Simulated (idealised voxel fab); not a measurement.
Process module under the name voxel capacitor over wiring
We display cut, a cross-section 205 nm in width whose square cells are each 5 nm.
Cross-sections here: square-cell grids, written as top-down lists of bands, a band being one or more rows of cells. Read a band's entry like this: the first values are the height of its top and the height of its bottom in nm, and what follows is the sequence of materials from left to right, each with its width in nm. Note that "air" is empty space, and that a single material marked "all across" reaches across the band from edge to edge. Ref level 0: as-received wafer is one material below here. Bottom band extends down with no lower bound ("0 and below"). Width "30..40": first value at the band's top row of cells, second value at its bottom row, equal change from row to row. For the purposes of this document, the phrase "remained unchanged" attached to a step denotes that no cell within the cross-section was modified by that step. Each empty space that has no open way to the top and spans at least 8 cells appears under "Sealed void list" as width x height at distance, the distance counted from the left edge, all in nm. It should be noted that, on the line of a given step, the content following the step's settings is a remark produced by the simulator itself with respect to that step. On any step carrying a mask, the "overlay nm" setting, if present on the step's line, tells how far right of its planned place the mask lay; negative values point to the left.
So here's the lineup of process steps we planned:
1: op RECEIVE | material Si
2: op CONFORMAL_DEP | material SiO2 | thk nm 10
3: op CONFORMAL_DEP | material SiCN | thk nm 5
4: op DIRECTIONAL_DEP | material SiO2 | thk nm 25
5: op MASKED_ETCH | tone open | mask id METAL_1 | width nm 20 | pitch nm 75 | etch materials SiO2 | depth nm 25 | overlay nm 0
6: op MASKED_ETCH | tone open | mask id METAL_1 | width nm 20 | pitch nm 75 | etch materials SiCN | depth nm 5 | overlay nm 0
7: op CONFORMAL_DEP | material TiN | thk nm 5
8: op FILL_DEP | material Cu | thk nm 5
9: op CMP | height nm 40
10: op CONFORMAL_DEP | material SiCN | thk nm 5
11: op DIRECTIONAL_DEP | material lowk | thk nm 20
12: op PATTERN | tone open | mask id PLUG_1 | material resist | width nm 15 | thk nm 20 | overlay nm 0
13: op DIRECTIONAL_ETCH | etch materials lowk | depth nm 20
14: op DIRECTIONAL_ETCH | etch materials SiCN | depth nm 5
15: op STRIP | etch materials resist
16: op EPI | material Ru | thk nm 10
17: op EPI | material Ru | thk nm 10
18: op EPI | material Ru | thk nm 5
19: op DIRECTIONAL_DEP | material TiN | thk nm 10
20: op DIRECTIONAL_DEP | material SiN | thk nm 5
21: op DIRECTIONAL_DEP | material TiN | thk nm 10
22: op PATTERN | tone cover | mask id UPPER_PLATE | material resist | width nm 60 | thk nm 15 | overlay nm 0
23: op DIRECTIONAL_ETCH | etch materials TiN | depth nm 10
24: op DIRECTIONAL_ETCH | etch materials SiN | depth nm 5
25: op STRIP | etch materials resist
26: op DIRECTIONAL_DEP | material aC | thk nm 15
27: op PATTERN | tone cover | mask id LOWER_PLATE | material resist | width nm 70 | thk nm 30 | overlay nm 0
28: op DIRECTIONAL_ETCH | etch materials aC | depth nm 15
29: op STRIP | etch materials resist
30: op DIRECTIONAL_ETCH | etch materials TiN | depth nm 10
31: op STRIP | etch materials aC
32: op FILL_DEP | material SiO2 | thk nm 15
33: op CMP | height nm 100
34: op PATTERN | tone open | mask id PLUG_2 | material resist | width nm 15 | thk nm 15 | overlay nm 0
35: op DIRECTIONAL_ETCH | etch materials SiO2 | depth nm 10
36: op STRIP | etch materials resist
37: op CONFORMAL_DEP | material TiN | thk nm 5
38: op FILL_DEP | material Ru | thk nm 5
39: op CMP | height nm 100
40: op CONFORMAL_DEP | material SiCN | thk nm 5
Here's what the wafer looked like in cross-section when it arrived - that's after step 1:
  0 and below = Si all across
  Sealed void list: none
Same starting wafer, same plan as above, one mistake in the execution; this is the cross-section at the end of the module:
  105 down to 100 = SiCN all across
  100 down to 95 = SiO2 70 nm, then TiN 5 nm, then Ru 5 nm, then TiN 5 nm, then SiO2 120 nm
  95 down to 90 = SiO2 70 nm, then TiN 15 nm, then SiO2 120 nm
  90 down to 80 = SiO2 60 nm, then TiN 60 nm, then SiO2 85 nm
  80 down to 75 = SiO2 60 nm, then SiN 60 nm, then SiO2 85 nm
  75 down to 65 = SiO2 55 nm, then TiN 70 nm, then SiO2 80 nm
  65 down to 45 = lowk 60 nm, then Ru 15 nm, then lowk 130 nm
  45 down to 40 = SiCN 60 nm, then Ru 15 nm, then SiCN 130 nm
  40 down to 20 = SiO2 55 nm, then TiN 5 nm, then Cu 10 nm, then TiN 5 nm, then SiO2 55 nm, then TiN 5 nm, then Cu 10 nm, then TiN 5 nm, then SiO2 55 nm
  20 down to 15 = SiO2 55 nm, then TiN 20 nm, then SiO2 55 nm, then TiN 20 nm, then SiO2 55 nm
  15 down to 5 = SiO2 all across
  5 down to 0 = SiCN all across
  0 and below = Si all across
  Sealed void list: none
Here's what went sideways: steps 2 and 3 of the plan were each performed in the slot designated for the other
